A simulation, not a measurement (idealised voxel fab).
process module | voxel released beams
cross-section cut | 185 nm wide | cells 5 nm
A cross-section is a grid of square cells, given in bands from the top down. A band is one or more rows of cells.
Each band's line starts with the height of the band's top and of its bottom, in nm. Then come its materials from left to right, each with its width in nm. One material with "throughout" fills the band from edge to edge. "air" is empty space.
Height 0 is the level under which the wafer as received is all one material. The lowest band goes on downwards, as in "0 down".
A width such as "30 to 40" changes by the same amount from each row of cells to the next, from the band's top row to its bottom row.
"no change" after a step means that no cell of the cross-section changed.
closed voids: empty space of 8 cells or more with no open way to the top, each as width x height at its distance from the left edge, in nm
after a step's settings: what the simulator itself notes on the step
overlay nm, on a step with a mask: how far to the right of its planned place the mask lay; to the left if negative
plan
1 op RECEIVE | material Si
2 op CONFORMAL_DEP | material SiN | thk nm 5
3 op DIRECTIONAL_DEP | material SiO2 | thk nm 10
4 op MASKED_ETCH | tone open | mask id ANCHOR | width nm 45 | etch materials SiO2 | depth nm 10 | overlay nm 0
5 op CONFORMAL_DEP | material TiN | thk nm 15
6 op DIRECTIONAL_DEP | material aC | thk nm 15
7 op PATTERN | tone cover | mask id BEAM | material resist | width nm 120 | thk nm 30 | overlay nm 0
8 op DIRECTIONAL_ETCH | etch materials aC | depth nm 15
9 op STRIP | etch materials resist
10 op DIRECTIONAL_ETCH | etch materials TiN | depth nm 15
11 op STRIP | etch materials aC
12 op STRIP | etch materials SiO2
first wafer, as planned
as received, after step 1
  0 down: Si throughout
  closed voids: none
after step 2
  5 to 0: SiN throughout
  below 0: unchanged
after step 3
  15 to 5: SiO2 throughout
  below 5: unchanged
after step 4
  15 to 5: SiO2 35 | air 45 | SiO2 105
  below 5: unchanged
after step 5
  30 to 20: TiN 50 | air 15 | TiN 120
  20 to 15: TiN throughout
  15 to 5: SiO2 35 | TiN 45 | SiO2 105
  below 5: unchanged
after step 6
  45 to 35: aC 50 | air 15 | aC 120
  35 to 30: aC throughout
  30 to 20: TiN 50 | aC 15 | TiN 120
  below 20: unchanged
after step 7
  75 to 45: air 30 | resist 120 | air 35
  45 to 35: aC 50 | resist 15 | aC 120
  below 35: unchanged
after step 8
  60 to 45: air 30 | resist 120 | air 35
  45 to 35: air 30 | aC 20 | resist 15 | aC 85 | air 35
  35 to 30: air 30 | aC 120 | air 35
  below 30: unchanged
after step 9
  45 to 35: air 30 | aC 20 | air 15 | aC 85 | air 35
  below 35: unchanged
after step 10
  45 to 35: air 30 | aC 20 | air 15 | aC 85 | air 35
  35 to 30: air 30 | aC 120 | air 35
  30 to 20: air 30 | TiN 20 | aC 15 | TiN 85 | air 35
  20 to 15: air 30 | TiN 120 | air 35
  below 15: unchanged
after step 11
  30 to 20: air 30 | TiN 20 | air 15 | TiN 85 | air 35
  below 20: unchanged
after step 12
  30 to 20: air 30 | TiN 20 | air 15 | TiN 85 | air 35
  20 to 15: air 30 | TiN 120 | air 35
  15 to 5: air 35 | TiN 45 | air 105
  below 5: unchanged
second wafer: like start, like plan, one mistake. Through step 3 it matches the first wafer
when step 4 should have ended
  15 to 5: air 35 | SiO2 45 | air 105
  below 5: unchanged
when step 5 should have ended
  30 to 20: air 20 | TiN 75 | air 90
  20 to 15: TiN throughout
  15 to 5: TiN 35 | SiO2 45 | TiN 105
  below 5: unchanged
when step 6 should have ended
  45 to 35: air 20 | aC 75 | air 90
  35 to 30: aC throughout
  30 to 20: aC 20 | TiN 75 | aC 90
  below 20: unchanged
when step 7 should have ended
  75 to 45: air 30 | resist 120 | air 35
  45 to 35: air 20 | aC 75 | resist 55 | air 35
  below 35: unchanged
when step 8 should have ended
  60 to 45: air 30 | resist 120 | air 35
  45 to 35: air 30 | aC 65 | resist 55 | air 35
  35 to 30: air 30 | aC 120 | air 35
  30 to 20: air 20 | TiN 75 | aC 55 | air 35
  below 20: unchanged
when step 9 should have ended
  45 to 35: air 30 | aC 65 | air 90
  below 35: unchanged
when step 10 should have ended
  45 to 35: air 30 | aC 65 | air 90
  35 to 30: air 30 | aC 120 | air 35
  30 to 20: air 30 | TiN 65 | aC 55 | air 35
  20 to 15: air 30 | TiN 120 | air 35
  15 to 5: air 20 | TiN 15 | SiO2 45 | TiN 70 | air 35
  below 5: unchanged
when step 11 should have ended
  30 to 20: air 30 | TiN 65 | air 90
  below 20: unchanged
when step 12 should have ended: no change
what went wrong: step 4 ran as: op MASKED_ETCH | tone cover | mask id ANCHOR | width nm 45 | etch materials SiO2 | depth nm 10 | overlay nm 0
at the end the second wafer has, in cells: 18 more of SiO2
